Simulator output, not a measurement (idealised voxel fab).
process module | voxel wiring stack
cross-section cut | 265 nm wide | cells 5 nm
A cross-section is a grid of square cells, given in bands from the top down. A band is one or more rows of cells.
Each band's line starts with the height of the band's top and of its bottom, in nm. Then come its materials from left to right, each with its width in nm. One material with "throughout" fills the band from edge to edge. "air" is empty space.
Height 0 is the level under which the wafer as received is all one material. The lowest band goes on downwards, as in "0 down".
A width such as "30 to 40" changes by the same amount from each row of cells to the next, from the band's top row to its bottom row.
"no change" after a step means that no cell of the cross-section changed.
closed voids: empty space of 8 cells or more with no open way to the top, each as width x height at its distance from the left edge, in nm
after a step's settings: what the simulator itself notes on the step
overlay nm, on a step with a mask: how far to the right of its planned place the mask lay; to the left if negative
plan
1 op RECEIVE | material Si
2 op CONFORMAL_DEP | material SiO2 | thk nm 10
3 op CONFORMAL_DEP | material SiCN | thk nm 5
4 op DIRECTIONAL_DEP | material lowk | thk nm 25
5 op PATTERN | tone open | mask id METAL_1 | material resist | width nm 20 | pitch nm 45 | thk nm 20 | overlay nm 0
6 op DIRECTIONAL_ETCH | etch materials lowk | depth nm 25
7 op DIRECTIONAL_ETCH | etch materials SiCN | depth nm 5
8 op STRIP | etch materials resist
9 op CONFORMAL_DEP | material TiN | thk nm 5
10 op FILL_DEP | material Cu | thk nm 10
11 op CMP | height nm 40
12 op CONFORMAL_DEP | material SiCN | thk nm 5
13 op DIRECTIONAL_DEP | material lowk | thk nm 30
14 op MASKED_ETCH | tone open | mask id METAL_2 | width nm 20 | pitch nm 45 | etch materials lowk | depth nm 15 | overlay nm 0
15 op DIRECTIONAL_DEP | material aC | thk nm 10
16 op PATTERN | tone open | mask id METAL_2_HOLES | material resist | width nm 15 | pitch nm 45 | thk nm 30 | overlay nm 0
17 op DIRECTIONAL_ETCH | etch materials aC | depth nm 10
18 op STRIP | etch materials resist
19 op DIRECTIONAL_ETCH | etch materials lowk | depth nm 15
20 op DIRECTIONAL_ETCH | etch materials SiCN | depth nm 5
21 op STRIP | etch materials aC
22 op CONFORMAL_DEP | material TiN | thk nm 5
23 op FILL_DEP | material Cu | thk nm 10
24 op CMP | height nm 75
25 op CONFORMAL_DEP | material SiCN | thk nm 5
26 op DIRECTIONAL_DEP | material SiO2 | thk nm 15
27 op DIRECTIONAL_DEP | material aC | thk nm 15
28 op PATTERN | tone open | mask id PLUG_2 | material resist | width nm 15 | pitch nm 90 | thk nm 35 | overlay nm 0
29 op DIRECTIONAL_ETCH | etch materials aC | depth nm 15
30 op STRIP | etch materials resist
31 op DIRECTIONAL_ETCH | etch materials SiO2 | depth nm 15
32 op DIRECTIONAL_ETCH | etch materials SiCN | depth nm 5
33 op STRIP | etch materials aC
34 op EPI | material Ru | thk nm 10
35 op EPI | material Ru | thk nm 10
36 op DIRECTIONAL_DEP | material TiN | thk nm 5
37 op DIRECTIONAL_DEP | material Ru | thk nm 25
38 op MASKED_ETCH | tone cover | mask id METAL_3 | width nm 20 | pitch nm 45 | etch materials Ru | depth nm 25 | overlay nm 0
39 op MASKED_ETCH | tone cover | mask id METAL_3 | width nm 20 | pitch nm 45 | etch materials TiN | depth nm 5 | overlay nm 0
40 op FILL_DEP | material SiO2 | thk nm 10
41 op CMP | height nm 125
42 op CONFORMAL_DEP | material SiCN | thk nm 5
43 op DIRECTIONAL_DEP | material lowk | thk nm 25
44 op MASKED_ETCH | tone open | mask id METAL_4_HOLES | width nm 15 | pitch nm 45 | etch materials lowk | depth nm 25 | overlay nm 0
45 op PATTERN | tone open | mask id METAL_4 | material resist | width nm 20 | pitch nm 45 | thk nm 15 | overlay nm 0
46 op DIRECTIONAL_ETCH | etch materials lowk | depth nm 15
47 op DIRECTIONAL_ETCH | etch materials SiCN | depth nm 5
48 op STRIP | etch materials resist
49 op CONFORMAL_DEP | material TiN | thk nm 5
50 op FILL_DEP | material Cu | thk nm 10
51 op CMP | height nm 155
52 op CONFORMAL_DEP | material SiN | thk nm 5
first wafer, as planned
as received, after step 1
  0 down: Si throughout
  closed voids: none
after step 2
  10 to 0: SiO2 throughout
  below 0: unchanged
after step 3
  15 to 10: SiCN throughout
  below 10: unchanged
after step 4
  40 to 15: lowk throughout
  below 15: unchanged
after step 5
  60 to 40: resist 55 | air 20 | resist 25 | air 20 | resist 25 | air 20 | resist 25 | air 20 | resist 55
  below 40: unchanged
after step 6
  60 to 40: resist 55 | air 20 | resist 25 | air 20 | resist 25 | air 20 | resist 25 | air 20 | resist 55
  40 to 15: lowk 55 | air 20 | lowk 25 | air 20 | lowk 25 | air 20 | lowk 25 | air 20 | lowk 55
  below 15: unchanged
after step 7
  60 to 40: resist 55 | air 20 | resist 25 | air 20 | resist 25 | air 20 | resist 25 | air 20 | resist 55
  40 to 15: lowk 55 | air 20 | lowk 25 | air 20 | lowk 25 | air 20 | lowk 25 | air 20 | lowk 55
  15 to 10: SiCN 55 | air 20 | SiCN 25 | air 20 | SiCN 25 | air 20 | SiCN 25 | air 20 | SiCN 55
  below 10: unchanged
after step 8
  40 to 15: lowk 55 | air 20 | lowk 25 | air 20 | lowk 25 | air 20 | lowk 25 | air 20 | lowk 55
  below 15: unchanged
after step 9
  45 to 40: TiN 60 | air 10 | TiN 35 | air 10 | TiN 35 | air 10 | TiN 35 | air 10 | TiN 60
  40 to 15: lowk 55 | TiN 5 | air 10 | TiN 5 | lowk 25 | TiN 5 | air 10 | TiN 5 | lowk 25 | TiN 5 | air 10 | TiN 5 | lowk 25 | TiN 5 | air 10 | TiN 5 | lowk 55
  15 to 10: SiCN 55 | TiN 20 | SiCN 25 | TiN 20 | SiCN 25 | TiN 20 | SiCN 25 | TiN 20 | SiCN 55
  below 10: unchanged
after step 10
  55 to 45: Cu throughout
  45 to 40: TiN 60 | Cu 10 | TiN 35 | Cu 10 | TiN 35 | Cu 10 | TiN 35 | Cu 10 | TiN 60
  40 to 15: lowk 55 | TiN 5 | Cu 10 | TiN 5 | lowk 25 | TiN 5 | Cu 10 | TiN 5 | lowk 25 | TiN 5 | Cu 10 | TiN 5 | lowk 25 | TiN 5 | Cu 10 | TiN 5 | lowk 55
  below 15: unchanged
after step 11
  40 to 15: lowk 55 | TiN 5 | Cu 10 | TiN 5 | lowk 25 | TiN 5 | Cu 10 | TiN 5 | lowk 25 | TiN 5 | Cu 10 | TiN 5 | lowk 25 | TiN 5 | Cu 10 | TiN 5 | lowk 55
  below 15: unchanged
after step 12
  45 to 40: SiCN throughout
  below 40: unchanged
after step 13
  75 to 45: lowk throughout
  below 45: unchanged
after step 14
  75 to 60: lowk 55 | air 20 | lowk 25 | air 20 | lowk 25 | air 20 | lowk 25 | air 20 | lowk 55
  below 60: unchanged
after step 15
  85 to 75: aC 55 | air 20 | aC 25 | air 20 | aC 25 | air 20 | aC 25 | air 20 | aC 55
  75 to 70: lowk 55 | air 20 | lowk 25 | air 20 | lowk 25 | air 20 | lowk 25 | air 20 | lowk 55
  70 to 60: lowk 55 | aC 20 | lowk 25 | aC 20 | lowk 25 | aC 20 | lowk 25 | aC 20 | lowk 55
  below 60: unchanged
after step 16
  115 to 85: resist 55 | air 15 | resist 30 | air 15 | resist 30 | air 15 | resist 30 | air 15 | resist 60
  85 to 75: aC 55 | air 15 | resist 5 | aC 25 | air 15 | resist 5 | aC 25 | air 15 | resist 5 | aC 25 | air 15 | resist 5 | aC 55
  75 to 70: lowk 55 | air 15 | resist 5 | lowk 25 | air 15 | resist 5 | lowk 25 | air 15 | resist 5 | lowk 25 | air 15 | resist 5 | lowk 55
  below 70: unchanged
after step 17
  105 to 85: resist 55 | air 15 | resist 30 | air 15 | resist 30 | air 15 | resist 30 | air 15 | resist 60
  85 to 75: aC 55 | air 15 | resist 5 | aC 25 | air 15 | resist 5 | aC 25 | air 15 | resist 5 | aC 25 | air 15 | resist 5 | aC 55
  75 to 70: lowk 55 | air 15 | resist 5 | lowk 25 | air 15 | resist 5 | lowk 25 | air 15 | resist 5 | lowk 25 | air 15 | resist 5 | lowk 55
  70 to 60: lowk 55 | air 15 | aC 5 | lowk 25 | air 15 | aC 5 | lowk 25 | air 15 | aC 5 | lowk 25 | air 15 | aC 5 | lowk 55
  below 60: unchanged
after step 18
  85 to 75: aC 55 | air 20 | aC 25 | air 20 | aC 25 | air 20 | aC 25 | air 20 | aC 55
  75 to 70: lowk 55 | air 20 | lowk 25 | air 20 | lowk 25 | air 20 | lowk 25 | air 20 | lowk 55
  below 70: unchanged
after step 19
  85 to 75: aC 55 | air 20 | aC 25 | air 20 | aC 25 | air 20 | aC 25 | air 20 | aC 55
  75 to 70: lowk 55 | air 20 | lowk 25 | air 20 | lowk 25 | air 20 | lowk 25 | air 20 | lowk 55
  70 to 60: lowk 55 | air 15 | aC 5 | lowk 25 | air 15 | aC 5 | lowk 25 | air 15 | aC 5 | lowk 25 | air 15 | aC 5 | lowk 55
  60 to 45: lowk 55 | air 15 | lowk 30 | air 15 | lowk 30 | air 15 | lowk 30 | air 15 | lowk 60
  below 45: unchanged
after step 20
  85 to 75: aC 55 | air 20 | aC 25 | air 20 | aC 25 | air 20 | aC 25 | air 20 | aC 55
  75 to 70: lowk 55 | air 20 | lowk 25 | air 20 | lowk 25 | air 20 | lowk 25 | air 20 | lowk 55
  70 to 60: lowk 55 | air 15 | aC 5 | lowk 25 | air 15 | aC 5 | lowk 25 | air 15 | aC 5 | lowk 25 | air 15 | aC 5 | lowk 55
  60 to 45: lowk 55 | air 15 | lowk 30 | air 15 | lowk 30 | air 15 | lowk 30 | air 15 | lowk 60
  45 to 40: SiCN 55 | air 15 | SiCN 30 | air 15 | SiCN 30 | air 15 | SiCN 30 | air 15 | SiCN 60
  below 40: unchanged
after step 21
  75 to 60: lowk 55 | air 20 | lowk 25 | air 20 | lowk 25 | air 20 | lowk 25 | air 20 | lowk 55
  below 60: unchanged
after step 22
  80 to 75: TiN 60 | air 10 | TiN 35 | air 10 | TiN 35 | air 10 | TiN 35 | air 10 | TiN 60
  75 to 65: lowk 55 | TiN 5 | air 10 | TiN 5 | lowk 25 | TiN 5 | air 10 | TiN 5 | lowk 25 | TiN 5 | air 10 | TiN 5 | lowk 25 | TiN 5 | air 10 | TiN 5 | lowk 55
  65 to 60: lowk 55 | TiN 5 | air 5 | TiN 10 | lowk 25 | TiN 5 | air 5 | TiN 10 | lowk 25 | TiN 5 | air 5 | TiN 10 | lowk 25 | TiN 5 | air 5 | TiN 10 | lowk 55
  60 to 45: lowk 55 | TiN 5 | air 5 | TiN 5 | lowk 30 | TiN 5 | air 5 | TiN 5 | lowk 30 | TiN 5 | air 5 | TiN 5 | lowk 30 | TiN 5 | air 5 | TiN 5 | lowk 60
  45 to 40: SiCN 55 | TiN 15 | SiCN 30 | TiN 15 | SiCN 30 | TiN 15 | SiCN 30 | TiN 15 | SiCN 60
  below 40: unchanged
after step 23
  90 to 80: Cu throughout
  80 to 75: TiN 60 | Cu 10 | TiN 35 | Cu 10 | TiN 35 | Cu 10 | TiN 35 | Cu 10 | TiN 60
  75 to 65: lowk 55 | TiN 5 | Cu 10 | TiN 5 | lowk 25 | TiN 5 | Cu 10 | TiN 5 | lowk 25 | TiN 5 | Cu 10 | TiN 5 | lowk 25 | TiN 5 | Cu 10 | TiN 5 | lowk 55
  65 to 60: lowk 55 | TiN 5 | Cu 5 | TiN 10 | lowk 25 | TiN 5 | Cu 5 | TiN 10 | lowk 25 | TiN 5 | Cu 5 | TiN 10 | lowk 25 | TiN 5 | Cu 5 | TiN 10 | lowk 55
  60 to 45: lowk 55 | TiN 5 | Cu 5 | TiN 5 | lowk 30 | TiN 5 | Cu 5 | TiN 5 | lowk 30 | TiN 5 | Cu 5 | TiN 5 | lowk 30 | TiN 5 | Cu 5 | TiN 5 | lowk 60
  below 45: unchanged
after step 24
  75 to 65: lowk 55 | TiN 5 | Cu 10 | TiN 5 | lowk 25 | TiN 5 | Cu 10 | TiN 5 | lowk 25 | TiN 5 | Cu 10 | TiN 5 | lowk 25 | TiN 5 | Cu 10 | TiN 5 | lowk 55
  below 65: unchanged
after step 25
  80 to 75: SiCN throughout
  below 75: unchanged
after step 26
  95 to 80: SiO2 throughout
  below 80: unchanged
after step 27
  110 to 95: aC throughout
  below 95: unchanged
after step 28
  145 to 110: resist 55 | air 15 | resist 75 | air 15 | resist 105
  below 110: unchanged
after step 29
  130 to 110: resist 55 | air 15 | resist 75 | air 15 | resist 105
  110 to 95: aC 55 | air 15 | aC 75 | air 15 | aC 105
  below 95: unchanged
after step 30
  110 to 95: aC 55 | air 15 | aC 75 | air 15 | aC 105
  below 95: unchanged
after step 31
  110 to 95: aC 55 | air 15 | aC 75 | air 15 | aC 105
  95 to 80: SiO2 55 | air 15 | SiO2 75 | air 15 | SiO2 105
  below 80: unchanged
after step 32
  110 to 95: aC 55 | air 15 | aC 75 | air 15 | aC 105
  95 to 80: SiO2 55 | air 15 | SiO2 75 | air 15 | SiO2 105
  80 to 75: SiCN 55 | air 15 | SiCN 75 | air 15 | SiCN 105
  below 75: unchanged
after step 33
  95 to 80: SiO2 55 | air 15 | SiO2 75 | air 15 | SiO2 105
  below 80: unchanged
after step 34
  95 to 85: SiO2 55 | air 15 | SiO2 75 | air 15 | SiO2 105
  85 to 80: SiO2 55 | Ru 15 | SiO2 75 | Ru 15 | SiO2 105
  80 to 75: SiCN 55 | Ru 15 | SiCN 75 | Ru 15 | SiCN 105
  below 75: unchanged
after step 35
  95 to 80: SiO2 55 | Ru 15 | SiO2 75 | Ru 15 | SiO2 105
  below 80: unchanged
after step 36
  100 to 95: TiN throughout
  below 95: unchanged
after step 37
  125 to 100: Ru throughout
  below 100: unchanged
after step 38
  125 to 100: air 55 | Ru 20 | air 25 | Ru 20 | air 25 | Ru 20 | air 25 | Ru 20 | air 55
  below 100: unchanged
after step 39
  125 to 100: air 55 | Ru 20 | air 25 | Ru 20 | air 25 | Ru 20 | air 25 | Ru 20 | air 55
  100 to 95: air 55 | TiN 20 | air 25 | TiN 20 | air 25 | TiN 20 | air 25 | TiN 20 | air 55
  below 95: unchanged
after step 40
  135 to 125: SiO2 throughout
  125 to 100: SiO2 55 | Ru 20 | SiO2 25 | Ru 20 | SiO2 25 | Ru 20 | SiO2 25 | Ru 20 | SiO2 55
  100 to 95: SiO2 55 | TiN 20 | SiO2 25 | TiN 20 | SiO2 25 | TiN 20 | SiO2 25 | TiN 20 | SiO2 55
  below 95: unchanged
after step 41
  125 to 100: SiO2 55 | Ru 20 | SiO2 25 | Ru 20 | SiO2 25 | Ru 20 | SiO2 25 | Ru 20 | SiO2 55
  below 100: unchanged
after step 42
  130 to 125: SiCN throughout
  below 125: unchanged
after step 43
  155 to 130: lowk throughout
  below 130: unchanged
after step 44
  155 to 130: lowk 55 | air 15 | lowk 30 | air 15 | lowk 30 | air 15 | lowk 30 | air 15 | lowk 60
  below 130: unchanged
after step 45
  170 to 155: resist 55 | air 20 | resist 25 | air 20 | resist 25 | air 20 | resist 25 | air 20 | resist 55
  below 155: unchanged
after step 46
  170 to 155: resist 55 | air 20 | resist 25 | air 20 | resist 25 | air 20 | resist 25 | air 20 | resist 55
  155 to 140: lowk 55 | air 20 | lowk 25 | air 20 | lowk 25 | air 20 | lowk 25 | air 20 | lowk 55
  below 140: unchanged
after step 47
  170 to 155: resist 55 | air 20 | resist 25 | air 20 | resist 25 | air 20 | resist 25 | air 20 | resist 55
  155 to 140: lowk 55 | air 20 | lowk 25 | air 20 | lowk 25 | air 20 | lowk 25 | air 20 | lowk 55
  140 to 130: lowk 55 | air 15 | lowk 30 | air 15 | lowk 30 | air 15 | lowk 30 | air 15 | lowk 60
  130 to 125: SiCN 55 | air 15 | SiCN 30 | air 15 | SiCN 30 | air 15 | SiCN 30 | air 15 | SiCN 60
  below 125: unchanged
after step 48
  155 to 140: lowk 55 | air 20 | lowk 25 | air 20 | lowk 25 | air 20 | lowk 25 | air 20 | lowk 55
  below 140: unchanged
after step 49
  160 to 155: TiN 60 | air 10 | TiN 35 | air 10 | TiN 35 | air 10 | TiN 35 | air 10 | TiN 60
  155 to 145: lowk 55 | TiN 5 | air 10 | TiN 5 | lowk 25 | TiN 5 | air 10 | TiN 5 | lowk 25 | TiN 5 | air 10 | TiN 5 | lowk 25 | TiN 5 | air 10 | TiN 5 | lowk 55
  145 to 140: lowk 55 | TiN 5 | air 5 | TiN 10 | lowk 25 | TiN 5 | air 5 | TiN 10 | lowk 25 | TiN 5 | air 5 | TiN 10 | lowk 25 | TiN 5 | air 5 | TiN 10 | lowk 55
  140 to 130: lowk 55 | TiN 5 | air 5 | TiN 5 | lowk 30 | TiN 5 | air 5 | TiN 5 | lowk 30 | TiN 5 | air 5 | TiN 5 | lowk 30 | TiN 5 | air 5 | TiN 5 | lowk 60
  130 to 125: SiCN 55 | TiN 15 | SiCN 30 | TiN 15 | SiCN 30 | TiN 15 | SiCN 30 | TiN 15 | SiCN 60
  below 125: unchanged
after step 50
  170 to 160: Cu throughout
  160 to 155: TiN 60 | Cu 10 | TiN 35 | Cu 10 | TiN 35 | Cu 10 | TiN 35 | Cu 10 | TiN 60
  155 to 145: lowk 55 | TiN 5 | Cu 10 | TiN 5 | lowk 25 | TiN 5 | Cu 10 | TiN 5 | lowk 25 | TiN 5 | Cu 10 | TiN 5 | lowk 25 | TiN 5 | Cu 10 | TiN 5 | lowk 55
  145 to 140: lowk 55 | TiN 5 | Cu 5 | TiN 10 | lowk 25 | TiN 5 | Cu 5 | TiN 10 | lowk 25 | TiN 5 | Cu 5 | TiN 10 | lowk 25 | TiN 5 | Cu 5 | TiN 10 | lowk 55
  140 to 130: lowk 55 | TiN 5 | Cu 5 | TiN 5 | lowk 30 | TiN 5 | Cu 5 | TiN 5 | lowk 30 | TiN 5 | Cu 5 | TiN 5 | lowk 30 | TiN 5 | Cu 5 | TiN 5 | lowk 60
  below 130: unchanged
after step 51
  155 to 145: lowk 55 | TiN 5 | Cu 10 | TiN 5 | lowk 25 | TiN 5 | Cu 10 | TiN 5 | lowk 25 | TiN 5 | Cu 10 | TiN 5 | lowk 25 | TiN 5 | Cu 10 | TiN 5 | lowk 55
  below 145: unchanged
after step 52
  160 to 155: SiN throughout
  below 155: unchanged
second wafer: like start, like plan, one mistake. Through step 13 it matches the first wafer
when step 14 should have ended
  75 to 50: lowk 55 | air 20 | lowk 25 | air 20 | lowk 25 | air 20 | lowk 25 | air 20 | lowk 55
  below 50: unchanged
when step 15 should have ended
  85 to 75: aC 55 | air 20 | aC 25 | air 20 | aC 25 | air 20 | aC 25 | air 20 | aC 55
  75 to 60: lowk 55 | air 20 | lowk 25 | air 20 | lowk 25 | air 20 | lowk 25 | air 20 | lowk 55
  60 to 50: lowk 55 | aC 20 | lowk 25 | aC 20 | lowk 25 | aC 20 | lowk 25 | aC 20 | lowk 55
  below 50: unchanged
when step 16 should have ended
  115 to 85: resist 55 | air 15 | resist 30 | air 15 | resist 30 | air 15 | resist 30 | air 15 | resist 60
  85 to 75: aC 55 | air 15 | resist 5 | aC 25 | air 15 | resist 5 | aC 25 | air 15 | resist 5 | aC 25 | air 15 | resist 5 | aC 55
  75 to 60: lowk 55 | air 15 | resist 5 | lowk 25 | air 15 | resist 5 | lowk 25 | air 15 | resist 5 | lowk 25 | air 15 | resist 5 | lowk 55
  below 60: unchanged
when step 17 should have ended
  105 to 85: resist 55 | air 15 | resist 30 | air 15 | resist 30 | air 15 | resist 30 | air 15 | resist 60
  85 to 75: aC 55 | air 15 | resist 5 | aC 25 | air 15 | resist 5 | aC 25 | air 15 | resist 5 | aC 25 | air 15 | resist 5 | aC 55
  75 to 60: lowk 55 | air 15 | resist 5 | lowk 25 | air 15 | resist 5 | lowk 25 | air 15 | resist 5 | lowk 25 | air 15 | resist 5 | lowk 55
  60 to 50: lowk 55 | air 15 | aC 5 | lowk 25 | air 15 | aC 5 | lowk 25 | air 15 | aC 5 | lowk 25 | air 15 | aC 5 | lowk 55
  below 50: unchanged
when step 18 should have ended
  85 to 75: aC 55 | air 20 | aC 25 | air 20 | aC 25 | air 20 | aC 25 | air 20 | aC 55
  75 to 60: lowk 55 | air 20 | lowk 25 | air 20 | lowk 25 | air 20 | lowk 25 | air 20 | lowk 55
  below 60: unchanged
when step 19 should have ended
  85 to 75: aC 55 | air 20 | aC 25 | air 20 | aC 25 | air 20 | aC 25 | air 20 | aC 55
  75 to 60: lowk 55 | air 20 | lowk 25 | air 20 | lowk 25 | air 20 | lowk 25 | air 20 | lowk 55
  60 to 50: lowk 55 | air 15 | aC 5 | lowk 25 | air 15 | aC 5 | lowk 25 | air 15 | aC 5 | lowk 25 | air 15 | aC 5 | lowk 55
  50 to 45: lowk 55 | air 15 | lowk 30 | air 15 | lowk 30 | air 15 | lowk 30 | air 15 | lowk 60
  below 45: unchanged
when step 20 should have ended
  85 to 75: aC 55 | air 20 | aC 25 | air 20 | aC 25 | air 20 | aC 25 | air 20 | aC 55
  75 to 60: lowk 55 | air 20 | lowk 25 | air 20 | lowk 25 | air 20 | lowk 25 | air 20 | lowk 55
  60 to 50: lowk 55 | air 15 | aC 5 | lowk 25 | air 15 | aC 5 | lowk 25 | air 15 | aC 5 | lowk 25 | air 15 | aC 5 | lowk 55
  50 to 45: lowk 55 | air 15 | lowk 30 | air 15 | lowk 30 | air 15 | lowk 30 | air 15 | lowk 60
  45 to 40: SiCN 55 | air 15 | SiCN 30 | air 15 | SiCN 30 | air 15 | SiCN 30 | air 15 | SiCN 60
  below 40: unchanged
when step 21 should have ended
  75 to 50: lowk 55 | air 20 | lowk 25 | air 20 | lowk 25 | air 20 | lowk 25 | air 20 | lowk 55
  below 50: unchanged
when step 22 should have ended
  80 to 75: TiN 60 | air 10 | TiN 35 | air 10 | TiN 35 | air 10 | TiN 35 | air 10 | TiN 60
  75 to 55: lowk 55 | TiN 5 | air 10 | TiN 5 | lowk 25 | TiN 5 | air 10 | TiN 5 | lowk 25 | TiN 5 | air 10 | TiN 5 | lowk 25 | TiN 5 | air 10 | TiN 5 | lowk 55
  55 to 45: lowk 55 | TiN 5 | air 5 | TiN 10 to 5 | lowk 25 to 30 | TiN 5 | air 5 | TiN 10 to 5 | lowk 25 to 30 | TiN 5 | air 5 | TiN 10 to 5 | lowk 25 to 30 | TiN 5 | air 5 | TiN 10 to 5 | lowk 55 to 60
  45 to 40: SiCN 55 | TiN 15 | SiCN 30 | TiN 15 | SiCN 30 | TiN 15 | SiCN 30 | TiN 15 | SiCN 60
  below 40: unchanged
when step 23 should have ended
  90 to 80: Cu throughout
  80 to 75: TiN 60 | Cu 10 | TiN 35 | Cu 10 | TiN 35 | Cu 10 | TiN 35 | Cu 10 | TiN 60
  75 to 55: lowk 55 | TiN 5 | Cu 10 | TiN 5 | lowk 25 | TiN 5 | Cu 10 | TiN 5 | lowk 25 | TiN 5 | Cu 10 | TiN 5 | lowk 25 | TiN 5 | Cu 10 | TiN 5 | lowk 55
  55 to 45: lowk 55 | TiN 5 | Cu 5 | TiN 10 to 5 | lowk 25 to 30 | TiN 5 | Cu 5 | TiN 10 to 5 | lowk 25 to 30 | TiN 5 | Cu 5 | TiN 10 to 5 | lowk 25 to 30 | TiN 5 | Cu 5 | TiN 10 to 5 | lowk 55 to 60
  below 45: unchanged
when step 24 should have ended
  75 to 55: lowk 55 | TiN 5 | Cu 10 | TiN 5 | lowk 25 | TiN 5 | Cu 10 | TiN 5 | lowk 25 | TiN 5 | Cu 10 | TiN 5 | lowk 25 | TiN 5 | Cu 10 | TiN 5 | lowk 55
  below 55: unchanged
when step 25 should have ended
  80 to 75: SiCN throughout
  below 75: unchanged
when step 26 should have ended
  95 to 80: SiO2 throughout
  below 80: unchanged
when step 27 should have ended
  110 to 95: aC throughout
  below 95: unchanged
when step 28 should have ended
  145 to 110: resist 55 | air 15 | resist 75 | air 15 | resist 105
  below 110: unchanged
when step 29 should have ended
  130 to 110: resist 55 | air 15 | resist 75 | air 15 | resist 105
  110 to 95: aC 55 | air 15 | aC 75 | air 15 | aC 105
  below 95: unchanged
when step 30 should have ended
  110 to 95: aC 55 | air 15 | aC 75 | air 15 | aC 105
  below 95: unchanged
when step 31 should have ended
  110 to 95: aC 55 | air 15 | aC 75 | air 15 | aC 105
  95 to 80: SiO2 55 | air 15 | SiO2 75 | air 15 | SiO2 105
  below 80: unchanged
when step 32 should have ended
  110 to 95: aC 55 | air 15 | aC 75 | air 15 | aC 105
  95 to 80: SiO2 55 | air 15 | SiO2 75 | air 15 | SiO2 105
  80 to 75: SiCN 55 | air 15 | SiCN 75 | air 15 | SiCN 105
  below 75: unchanged
when step 33 should have ended
  95 to 80: SiO2 55 | air 15 | SiO2 75 | air 15 | SiO2 105
  below 80: unchanged
when step 34 should have ended
  95 to 85: SiO2 55 | air 15 | SiO2 75 | air 15 | SiO2 105
  85 to 80: SiO2 55 | Ru 15 | SiO2 75 | Ru 15 | SiO2 105
  80 to 75: SiCN 55 | Ru 15 | SiCN 75 | Ru 15 | SiCN 105
  below 75: unchanged
when step 35 should have ended
  95 to 80: SiO2 55 | Ru 15 | SiO2 75 | Ru 15 | SiO2 105
  below 80: unchanged
when step 36 should have ended
  100 to 95: TiN throughout
  below 95: unchanged
when step 37 should have ended
  125 to 100: Ru throughout
  below 100: unchanged
when step 38 should have ended
  125 to 100: air 55 | Ru 20 | air 25 | Ru 20 | air 25 | Ru 20 | air 25 | Ru 20 | air 55
  below 100: unchanged
when step 39 should have ended
  125 to 100: air 55 | Ru 20 | air 25 | Ru 20 | air 25 | Ru 20 | air 25 | Ru 20 | air 55
  100 to 95: air 55 | TiN 20 | air 25 | TiN 20 | air 25 | TiN 20 | air 25 | TiN 20 | air 55
  below 95: unchanged
when step 40 should have ended
  135 to 125: SiO2 throughout
  125 to 100: SiO2 55 | Ru 20 | SiO2 25 | Ru 20 | SiO2 25 | Ru 20 | SiO2 25 | Ru 20 | SiO2 55
  100 to 95: SiO2 55 | TiN 20 | SiO2 25 | TiN 20 | SiO2 25 | TiN 20 | SiO2 25 | TiN 20 | SiO2 55
  below 95: unchanged
when step 41 should have ended
  125 to 100: SiO2 55 | Ru 20 | SiO2 25 | Ru 20 | SiO2 25 | Ru 20 | SiO2 25 | Ru 20 | SiO2 55
  below 100: unchanged
when step 42 should have ended
  130 to 125: SiCN throughout
  below 125: unchanged
when step 43 should have ended
  155 to 130: lowk throughout
  below 130: unchanged
when step 44 should have ended
  155 to 130: lowk 55 | air 15 | lowk 30 | air 15 | lowk 30 | air 15 | lowk 30 | air 15 | lowk 60
  below 130: unchanged
when step 45 should have ended
  170 to 155: resist 55 | air 20 | resist 25 | air 20 | resist 25 | air 20 | resist 25 | air 20 | resist 55
  below 155: unchanged
when step 46 should have ended
  170 to 155: resist 55 | air 20 | resist 25 | air 20 | resist 25 | air 20 | resist 25 | air 20 | resist 55
  155 to 140: lowk 55 | air 20 | lowk 25 | air 20 | lowk 25 | air 20 | lowk 25 | air 20 | lowk 55
  below 140: unchanged
when step 47 should have ended
  170 to 155: resist 55 | air 20 | resist 25 | air 20 | resist 25 | air 20 | resist 25 | air 20 | resist 55
  155 to 140: lowk 55 | air 20 | lowk 25 | air 20 | lowk 25 | air 20 | lowk 25 | air 20 | lowk 55
  140 to 130: lowk 55 | air 15 | lowk 30 | air 15 | lowk 30 | air 15 | lowk 30 | air 15 | lowk 60
  130 to 125: SiCN 55 | air 15 | SiCN 30 | air 15 | SiCN 30 | air 15 | SiCN 30 | air 15 | SiCN 60
  below 125: unchanged
when step 48 should have ended
  155 to 140: lowk 55 | air 20 | lowk 25 | air 20 | lowk 25 | air 20 | lowk 25 | air 20 | lowk 55
  below 140: unchanged
when step 49 should have ended
  160 to 155: TiN 60 | air 10 | TiN 35 | air 10 | TiN 35 | air 10 | TiN 35 | air 10 | TiN 60
  155 to 145: lowk 55 | TiN 5 | air 10 | TiN 5 | lowk 25 | TiN 5 | air 10 | TiN 5 | lowk 25 | TiN 5 | air 10 | TiN 5 | lowk 25 | TiN 5 | air 10 | TiN 5 | lowk 55
  145 to 140: lowk 55 | TiN 5 | air 5 | TiN 10 | lowk 25 | TiN 5 | air 5 | TiN 10 | lowk 25 | TiN 5 | air 5 | TiN 10 | lowk 25 | TiN 5 | air 5 | TiN 10 | lowk 55
  140 to 130: lowk 55 | TiN 5 | air 5 | TiN 5 | lowk 30 | TiN 5 | air 5 | TiN 5 | lowk 30 | TiN 5 | air 5 | TiN 5 | lowk 30 | TiN 5 | air 5 | TiN 5 | lowk 60
  130 to 125: SiCN 55 | TiN 15 | SiCN 30 | TiN 15 | SiCN 30 | TiN 15 | SiCN 30 | TiN 15 | SiCN 60
  below 125: unchanged
when step 50 should have ended
  170 to 160: Cu throughout
  160 to 155: TiN 60 | Cu 10 | TiN 35 | Cu 10 | TiN 35 | Cu 10 | TiN 35 | Cu 10 | TiN 60
  155 to 145: lowk 55 | TiN 5 | Cu 10 | TiN 5 | lowk 25 | TiN 5 | Cu 10 | TiN 5 | lowk 25 | TiN 5 | Cu 10 | TiN 5 | lowk 25 | TiN 5 | Cu 10 | TiN 5 | lowk 55
  145 to 140: lowk 55 | TiN 5 | Cu 5 | TiN 10 | lowk 25 | TiN 5 | Cu 5 | TiN 10 | lowk 25 | TiN 5 | Cu 5 | TiN 10 | lowk 25 | TiN 5 | Cu 5 | TiN 10 | lowk 55
  140 to 130: lowk 55 | TiN 5 | Cu 5 | TiN 5 | lowk 30 | TiN 5 | Cu 5 | TiN 5 | lowk 30 | TiN 5 | Cu 5 | TiN 5 | lowk 30 | TiN 5 | Cu 5 | TiN 5 | lowk 60
  below 130: unchanged
when step 51 should have ended
  155 to 145: lowk 55 | TiN 5 | Cu 10 | TiN 5 | lowk 25 | TiN 5 | Cu 10 | TiN 5 | lowk 25 | TiN 5 | Cu 10 | TiN 5 | lowk 25 | TiN 5 | Cu 10 | TiN 5 | lowk 55
  below 145: unchanged
when step 52 should have ended
  160 to 155: SiN throughout
  below 155: unchanged
what went wrong: step 14 ran as: op MASKED_ETCH | tone open | mask id METAL_2 | width nm 20 | pitch nm 45 | etch materials lowk | depth nm 25 | overlay nm 0
at the end the second wafer has, in cells: 8 more of Cu | 8 fewer of lowk
